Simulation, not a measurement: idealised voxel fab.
Name of the process module below: voxel gate over fins
The cross-section shown here is cut; it is 155 nm wide and divided into square cells measuring 5 nm on a side.
Cross-section spec: square-cell grid; bands listed top down; each band is one or more rows. Band entry format. Leading values: height of top, height of bottom, nm. Remainder: materials in left-to-right order, each with its width in nm. Special words: "everywhere" on a single material, which then fills the band edge to edge; "blank", empty space. It should be noted that heights are counted from 0, beneath which the wafer as supplied is of one material throughout, and that the lowest band possesses no lower boundary but continues downward, as written in "0 -> down". Width "30 to 40": first value at the band's top row of cells, second value at its bottom row, equal change from row to row. A step reported as "nothing got changed" is a step in which no cell of the cross-section changed. The entry "Encapsulated voids" lists the empty spaces that cover at least 8 cells and have no open path to the top. Each is written as width x height at distance, where the distance is measured from the left edge and all three values are in nm. On each step's line, the part that comes after the settings is the simulator's own comment on the step. The optional step-line setting "overlay nm" applies to steps with a mask and quantifies how far to the right of its planned location the mask lay, a negative value indicating leftward placement.

This section lists the process steps that were planned:
1. RECEIVE [material Si]
2. CONFORMAL_DEP [material SiN] [thk nm 10]
3. DIRECTIONAL_DEP [material aC] [thk nm 15]
4. PATTERN [tone cover] [mask id FINS] [material resist] [width nm 15] [pitch nm 50] [thk nm 35] [overlay nm -5]
5. DIRECTIONAL_ETCH [etch materials aC] [depth nm 15]
6. STRIP [etch materials resist]
7. DIRECTIONAL_ETCH [etch materials SiN] [depth nm 10]
8. DIRECTIONAL_ETCH [etch materials Si] [depth nm 35]
9. STRIP [etch materials aC]
10. FILL_DEP [material SiO2] [thk nm 5]
11. CMP [height nm 10]
12. DIRECTIONAL_DEP [material aC] [thk nm 10]
13. PATTERN [tone open] [mask id RAIL] [material resist] [width nm 15] [thk nm 30] [overlay nm 0]
14. DIRECTIONAL_ETCH [etch materials aC] [depth nm 10]
15. STRIP [etch materials resist]
16. DIRECTIONAL_ETCH [etch materials SiO2] [depth nm 40]
17. STRIP [etch materials aC]
18. CONFORMAL_DEP [material TiN] [thk nm 5]
19. FILL_DEP [material W] [thk nm 5]
20. CMP [height nm 10]
21. SELECTIVE_ETCH [etch materials W Ru TiN] [depth nm 25]
22. FILL_DEP [material SiO2] [thk nm 5]
23. CMP [height nm 10]
24. SELECTIVE_ETCH [etch materials SiO2] [depth nm 20]
25. STRIP [etch materials SiN]
26. CONFORMAL_DEP [material HfO2] [thk nm 5]
27. CONFORMAL_DEP [material TiN] [thk nm 5]
28. FILL_DEP [material W] [thk nm 15]
29. CMP [height nm 20]
30. CONFORMAL_DEP [material SiN] [thk nm 10]
The plan's step 4 overlay nm is the first wafer's value; the wafers differ in this setting and start identical.

First wafer of several, as received: cross-section after step 1:
0 -> down | Si everywhere
Encapsulated voids: none

Each row below is a wafer at the end of the module, listing for every material the number of cells it has gained (+) or lost (-) since it was received, followed by its closed voids:
overlay nm -5, +43 HfO2, -154 Si, +62 SiN, +101 SiO2, +50 TiN, +84 W, Encapsulated voids: none
overlay nm 0, +43 HfO2, -154 Si, +62 SiN, +101 SiO2, +50 TiN, +84 W, Encapsulated voids: none
overlay nm 5, +43 HfO2, -154 Si, +62 SiN, +101 SiO2, +50 TiN, +84 W, Encapsulated voids: none
